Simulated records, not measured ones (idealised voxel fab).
process module | voxel air gaps
cross-section cut | 250 nm wide | cells 5 nm
A cross-section is a grid of square cells, given in bands from the top down. A band is one or more rows of cells.
Each band's line starts with the height of the band's top and of its bottom, in nm. Then come its materials from left to right, each with its width in nm. One material with "throughout" fills the band from edge to edge. "air" is empty space.
Height 0 is the level under which the wafer as received is all one material. The lowest band goes on downwards, as in "0 down".
A width such as "30 to 40" changes by the same amount from each row of cells to the next, from the band's top row to its bottom row.
"no change" after a step means that no cell of the cross-section changed.
closed voids: empty space of 8 cells or more with no open way to the top, each as width x height at its distance from the left edge, in nm
after a step's settings: what the simulator itself notes on the step
overlay nm, on a step with a mask: how far to the right of its planned place the mask lay; to the left if negative
plan
1 op RECEIVE | material Si
2 op CONFORMAL_DEP | material SiO2 | thk nm 10
3 op CONFORMAL_DEP | material SiN | thk nm 5
4 op DIRECTIONAL_DEP | material SiO2 | thk nm 35
5 op DIRECTIONAL_DEP | material aC | thk nm 10
6 op PATTERN | tone open | mask id LINES | material resist | width nm 15 | pitch nm 45 | thk nm 25 | overlay nm 0
7 op DIRECTIONAL_ETCH | etch materials aC | depth nm 10
8 op STRIP | etch materials resist
9 op DIRECTIONAL_ETCH | etch materials SiO2 | depth nm 35
10 op STRIP | etch materials aC
11 op CONFORMAL_DEP | material TiN | thk nm 5
12 op FILL_DEP | material W | thk nm 5
13 op CMP | height nm 50
14 op EPI | material Ru | thk nm 10
15 op SELECTIVE_ETCH | etch materials SiO2 | depth nm 45
16 op CONFORMAL_DEP | material SiN | thk nm 5
as received, after step 1
  0 down: Si throughout
  closed voids: none
a wafer at the end: this start, this plan, one mistake
  65 to 60: SiN throughout
  60 to 50: Ru throughout
  50 to 20: W 65 | TiN 5 | SiO2 15 | TiN 5 | W 20 | TiN 5 | SiO2 15 | TiN 5 | W 20 | TiN 5 | SiO2 15 | TiN 5 | W 70
  20 to 15: TiN 70 | SiO2 15 | TiN 30 | SiO2 15 | TiN 30 | SiO2 15 | TiN 75
  15 to 10: SiN throughout
  10 to 0: SiO2 throughout
  0 down: Si throughout
  closed voids: none
what went wrong: step 6 ran as: op PATTERN | tone cover | mask id LINES | material resist | width nm 15 | pitch nm 45 | thk nm 25 | overlay nm 0
